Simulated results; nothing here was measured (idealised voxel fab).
Herein follows the process module entitled voxel quadruple lines.
Cross-sectional view cut (width: 175 nm; square cell size: 5 nm).
Heads up, the way a cross-section reads in here is a grid of square cells, handed over as bands from the top down, with every band being one or more rows of cells.
Band entry format. Leading values: height of top, height of bottom, nm. Remainder: materials in left-to-right order, each with its width in nm. Special words: "everywhere" on a single material, which then fills the band edge to edge; "air", empty space.
Heights from 0 (as-received wafer is one material below). Bottom band endless downward, as "0..down".
Note: "30 to 40" means the width goes from the first number (top row of the band) to the second number (bottom row) in equal steps per row of cells.
Basically "nothing changed" means that step didn't change any cell in the cross-section.
The list in "Entrapped voids" covers empty spaces of 8 cells or more that cannot reach the top through any open way, and it gives each as width x height at distance; the distance is from the left edge, and width, height and distance are in nm.
The remark found on a step's line after its settings is issued by the simulator itself and pertains to that step.
overlay nm: mask right of planned place by this much (step with mask). Neg. = left.
## The following list gives the planned process steps
1 RECEIVE (material Si)
2 CONFORMAL_DEP (material SiO2; thk nm 5)
3 DIRECTIONAL_DEP (material W; thk nm 15)
4 DIRECTIONAL_DEP (material polySi; thk nm 15)
5 DIRECTIONAL_DEP (material aC; thk nm 20)
6 PATTERN (tone cover; mask id MANDREL; material resist; width nm 15; thk nm 30; overlay nm 0)
7 DIRECTIONAL_ETCH (etch materials aC; depth nm 20)
8 STRIP (etch materials resist)
9 CONFORMAL_DEP (material SiO2; thk nm 15)
10 DIRECTIONAL_ETCH (etch materials SiO2; depth nm 15)
11 STRIP (etch materials aC)
12 DIRECTIONAL_ETCH (etch materials polySi; depth nm 15)
13 STRIP (etch materials SiO2)
14 CONFORMAL_DEP (material SiCN; thk nm 5)
15 DIRECTIONAL_ETCH (etch materials SiCN; depth nm 5)
16 STRIP (etch materials polySi)
17 DIRECTIONAL_ETCH (etch materials W; depth nm 15)
18 STRIP (etch materials SiCN)
19 FILL_DEP (material SiO2; thk nm 5)
20 CMP (height nm 20)
Heads up: all these wafers start the same, and what changes between them is the width nm in step 6. The value you see in the plan is just what the first wafer got.
## Cross-section of the first of several received wafers, showing its state after step 1
* 0..down = Si everywhere
* Entrapped voids: none
## Note: the following table is arranged by wafer, a row apiece. Each row reports the end-of-module state: per material, cells gained (+) or cells lost (-) compared with the wafer as received; closed voids follow
width nm 15; +128 SiO2; +12 W; Entrapped voids: none
width nm 20; +128 SiO2; +12 W; Entrapped voids: none
width nm 25; +128 SiO2; +12 W; Entrapped voids: none
width nm 30; +128 SiO2; +12 W; Entrapped voids: none
width nm 35; +128 SiO2; +12 W; Entrapped voids: none
width nm 40; +128 SiO2; +12 W; Entrapped voids: none
